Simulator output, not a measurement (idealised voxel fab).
The process module presented herein is designated voxel gate over fins.
It is cross-section cut that appears here, measuring 295 nm in width, its square cells being 5 nm in size.
This document writes a cross-section as a grid whose cells are square, and gives it as bands, listed from the top down; one or more rows of cells form a band. Look at the band entry: it leads with the top's height and the bottom's height in nm. Then it lists the materials left to right, with a width in nm for each. The word "edge to edge" on a single material says that material fills the band edge to edge. The word "air" is empty space. Where do heights start? At 0: under that level the wafer as delivered is made of one material only. And the lowest band has no floor; it just carries on downward, as in "0..down". Per-row width for "30..40": begins at first number (top row of band), ends at second number (bottom row), increment between rows held constant. Step marked "left unchanged"? Then no cell in the cross-section changed in it. Basically, "Unvented voids" tells you about the enclosed voids: empty spaces with no open way to the top, 8 cells or bigger, each written width x height at distance, where distance is from the left edge, all in nm. On a step's line, text after the settings is the simulator commenting on that step. You can add "overlay nm" to a step's line. For a step with a mask, it describes how far the mask lay to the right of its planned position, and a negative number describes a lay to the left.

Plan
- 1: RECEIVE with material Si
- 2: CONFORMAL_DEP with material SiN, thk nm 10
- 3: PATTERN with tone cover, mask id FINS, material resist, width nm 15, pitch nm 45, thk nm 20, overlay nm 0
- 4: DIRECTIONAL_ETCH with etch materials SiN, depth nm 10
- 5: DIRECTIONAL_ETCH with etch materials Si, depth nm 40
- 6: STRIP with etch materials resist
- 7: OXIDIZE with depth nm 5
- 8: FILL_DEP with material SiO2, thk nm 15
- 9: CMP with height nm 10
- 10: SELECTIVE_ETCH with etch materials SiO2, depth nm 20
- 11: STRIP with etch materials SiN
- 12: CONFORMAL_DEP with material HfO2, thk nm 5
- 13: CONFORMAL_DEP with material TiN, thk nm 5
- 14: FILL_DEP with material W, thk nm 10
- 15: CMP with height nm 15
- 16: CONFORMAL_DEP with material SiN, thk nm 10

The first of a set of two wafers, run to plan

As received, after step 1
* 0..down = Si edge to edge
* Unvented voids: none

After step 2
* 10..0 = SiN edge to edge
* Beneath the level 0, the cross-section is identical to its previous state.

After step 3
* 30..10 = 115 air  15 resist  30 air  15 resist  120 air
* Beneath the level 10, the cross-section is identical to its previous state.

After step 4
* 30..10 = 115 air  15 resist  30 air  15 resist  120 air
* 10..0 = 115 air  15 SiN  30 air  15 SiN  120 air
* Beneath the level 0, the cross-section is identical to its previous state.

After step 5
* 30..10 = 115 air  15 resist  30 air  15 resist  120 air
* 10..0 = 115 air  15 SiN  30 air  15 SiN  120 air
* 0..-40 = 115 air  15 Si  30 air  15 Si  120 air
* Beneath the level -40, the cross-section is identical to its previous state.

After step 6
* 10..0 = 115 air  15 SiN  30 air  15 SiN  120 air
* Beneath the level 0, the cross-section is identical to its previous state.

After step 7
* 10..0 = 115 air  15 SiN  30 air  15 SiN  120 air
* 0..-40 = 115 air  5 SiO2  5 Si  5 SiO2  30 air  5 SiO2  5 Si  5 SiO2  120 air
* -40..-45 = 120 SiO2  5 Si  40 SiO2  5 Si  125 SiO2
* Beneath the level -45, the cross-section is identical to its previous state.

After step 8
* 25..10 = SiO2 edge to edge
* 10..0 = 115 SiO2  15 SiN  30 SiO2  15 SiN  120 SiO2
* 0..-45 = 120 SiO2  5 Si  40 SiO2  5 Si  125 SiO2
* Beneath the level -45, the cross-section is identical to its previous state.

After step 9
* 10..0 = 115 SiO2  15 SiN  30 SiO2  15 SiN  120 SiO2
* Beneath the level 0, the cross-section is identical to its previous state.

After step 10
* 10..0 = 115 air  15 SiN  30 air  15 SiN  120 air
* 0..-10 = 120 air  5 Si  40 air  5 Si  125 air
* Beneath the level -10, the cross-section is identical to its previous state.

After step 11
* 0..-10 = 120 air  5 Si  40 air  5 Si  125 air
* Beneath the level -10, the cross-section is identical to its previous state.

After step 12
* 5..0 = 115 air  15 HfO2  30 air  15 HfO2  120 air
* 0..-5 = 115 air  5 HfO2  5 Si  5 HfO2  30 air  5 HfO2  5 Si  5 HfO2  120 air
* -5..-10 = 120 HfO2  5 Si  40 HfO2  5 Si  125 HfO2
* Beneath the level -10, the cross-section is identical to its previous state.

After step 13
* 10..5 = 110 air  25 TiN  20 air  25 TiN  115 air
* 5..0 = 110 air  5 TiN  15 HfO2  5 TiN  20 air  5 TiN  15 HfO2  5 TiN  115 air
* 0..-5 = 115 TiN  5 HfO2  5 Si  5 HfO2  30 TiN  5 HfO2  5 Si  5 HfO2  120 TiN
* Beneath the level -5, the cross-section is identical to its previous state.

After step 14
* 20..10 = W edge to edge
* 10..5 = 110 W  25 TiN  20 W  25 TiN  115 W
* 5..0 = 110 W  5 TiN  15 HfO2  5 TiN  20 W  5 TiN  15 HfO2  5 TiN  115 W
* Beneath the level 0, the cross-section is identical to its previous state.

After step 15
* 15..10 = W edge to edge
* Beneath the level 10, the cross-section is identical to its previous state.

After step 16
* 25..15 = SiN edge to edge
* Beneath the level 15, the cross-section is identical to its previous state.

Here the second wafer is described. Its start and its plan were those of the first wafer. Its run contained one mistake. Up to and including step 9, it did exactly what the first wafer did

When step 10 should have ended
* 10..0 = 115 air  15 SiN  30 air  15 SiN  120 air
* 0..-30 = 120 air  5 Si  40 air  5 Si  125 air
* Beneath the level -30, the cross-section is identical to its previous state.

When step 11 should have ended
* 0..-30 = 120 air  5 Si  40 air  5 Si  125 air
* Beneath the level -30, the cross-section is identical to its previous state.

When step 12 should have ended
* 5..0 = 115 air  15 HfO2  30 air  15 HfO2  120 air
* 0..-25 = 115 air  5 HfO2  5 Si  5 HfO2  30 air  5 HfO2  5 Si  5 HfO2  120 air
* -25..-30 = 120 HfO2  5 Si  40 HfO2  5 Si  125 HfO2
* Beneath the level -30, the cross-section is identical to its previous state.

When step 13 should have ended
* 10..5 = 110 air  25 TiN  20 air  25 TiN  115 air
* 5..0 = 110 air  5 TiN  15 HfO2  5 TiN  20 air  5 TiN  15 HfO2  5 TiN  115 air
* 0..-20 = 110 air  5 TiN  5 HfO2  5 Si  5 HfO2  5 TiN  20 air  5 TiN  5 HfO2  5 Si  5 HfO2  5 TiN  115 air
* -20..-25 = 115 TiN  5 HfO2  5 Si  5 HfO2  30 TiN  5 HfO2  5 Si  5 HfO2  120 TiN
* Beneath the level -25, the cross-section is identical to its previous state.

When step 14 should have ended
* 20..10 = W edge to edge
* 10..5 = 110 W  25 TiN  20 W  25 TiN  115 W
* 5..0 = 110 W  5 TiN  15 HfO2  5 TiN  20 W  5 TiN  15 HfO2  5 TiN  115 W
* 0..-20 = 110 W  5 TiN  5 HfO2  5 Si  5 HfO2  5 TiN  20 W  5 TiN  5 HfO2  5 Si  5 HfO2  5 TiN  115 W
* Beneath the level -20, the cross-section is identical to its previous state.

When step 15 should have ended
* 15..10 = W edge to edge
* Beneath the level 10, the cross-section is identical to its previous state.

When step 16 should have ended
* 25..15 = SiN edge to edge
* Beneath the level 15, the cross-section is identical to its previous state.
Want to know what went wrong? step 10 of the plan saw execution twice
Final cells, second wafer relative to first, materials higher or lower: HfO2: 16 more | SiO2: 228 fewer | TiN: 16 more | W: 196 more
